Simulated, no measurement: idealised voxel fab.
Process module name: voxel ribs on slabs
This is section cut - it's 155 nm across, gridded in 5 nm square cells.
Cross-section layout: square cells on a grid; listed as bands, top to bottom; a band spans one or more cell rows.
Band: top and bottom heights (nm) first, top before bottom; then materials from left to right, widths in nm. "all across" marks a sole material filling the band edge to edge. "blank" denotes empty space.
A quick word on heights: they are counted from 0, and under that level the wafer as it came to us is one material throughout. The lowest band is different from the rest in having no bottom; it simply continues downward, written as in "z 0 and below".
A two-number width, for instance "30->40", indicates that the width is equal to the first number in the top row of the band and to the second number in the bottom row, and that it changes by a constant amount per row of cells.
For the purposes of this document, the phrase "nothing changed" attached to a step denotes that no cell within the cross-section was modified by that step.
Any empty space of 8 cells or more lacking an open way to the top shows up in "Unvented internal voids" as width x height at distance, distance from the left edge, in nm.
Whatever follows a step's settings on its line is a remark the simulator itself makes about that step.
"overlay nm", when on a step's line for a step with a mask, measures how far to the right of its planned place the mask lay; a negative measure means to the left.
# Process steps (planned)
| 1 | RECEIVE with material Si |
| 2 | DIRECTIONAL_DEP with material SiO2, thk nm 20 |
| 3 | DIRECTIONAL_DEP with material SiN, thk nm 15 |
| 4 | DIRECTIONAL_DEP with material aC, thk nm 10 |
| 5 | PATTERN with tone cover, mask id RIB, material resist, width nm 30, thk nm 30, overlay nm 0 |
| 6 | DIRECTIONAL_ETCH with etch materials aC, depth nm 10 |
| 7 | STRIP with etch materials resist |
| 8 | DIRECTIONAL_ETCH with etch materials SiN, depth nm 10 |
| 9 | STRIP with etch materials aC |
| 10 | DIRECTIONAL_DEP with material aC, thk nm 15 |
| 11 | PATTERN with tone cover, mask id SLAB, material resist, width nm 90, thk nm 35, overlay nm 0 |
| 12 | DIRECTIONAL_ETCH with etch materials aC, depth nm 15 |
| 13 | STRIP with etch materials resist |
| 14 | DIRECTIONAL_ETCH with etch materials SiN, depth nm 5 |
| 15 | STRIP with etch materials aC |
| 16 | FILL_DEP with material SiO2, thk nm 25 |
| 17 | CMP with height nm 50 |
| 18 | DIRECTIONAL_DEP with material W, thk nm 10 |
| 19 | DIRECTIONAL_DEP with material aC, thk nm 15 |
| 20 | PATTERN with tone cover, mask id HEATER, material resist, width nm 40, thk nm 35, overlay nm 0 |
| 21 | DIRECTIONAL_ETCH with etch materials aC, depth nm 15 |
| 22 | STRIP with etch materials resist |
| 23 | DIRECTIONAL_ETCH with etch materials W, depth nm 10 |
| 24 | STRIP with etch materials aC |
| 25 | CONFORMAL_DEP with material SiN, thk nm 10 |
# Cross-section of the incoming wafer, state after step 1
- z 0 and below  Si all across
- Unvented internal voids: none
# Final wafer profile in cross-section after the module, from the same start and plan as above, with one mistake made during processing
- z 70 to 60  blank 55 nm | SiN 60 nm | blank 40 nm
- z 60 to 50  SiN 65 nm | W 40 nm | SiN 50 nm
- z 50 to 35  SiO2 all across
- z 35 to 25  SiO2 60 nm | SiN 30 nm | SiO2 65 nm
- z 25 to 20  SiO2 30 nm | SiN 90 nm | SiO2 35 nm
- z 20 to 0  SiO2 all across
- z 0 and below  Si all across
- Unvented internal voids: none
Want to know what went wrong? step 20 ran differently from the plan; actual operation with settings: PATTERN with tone cover, mask id HEATER, material resist, width nm 40, thk nm 35, overlay nm 10
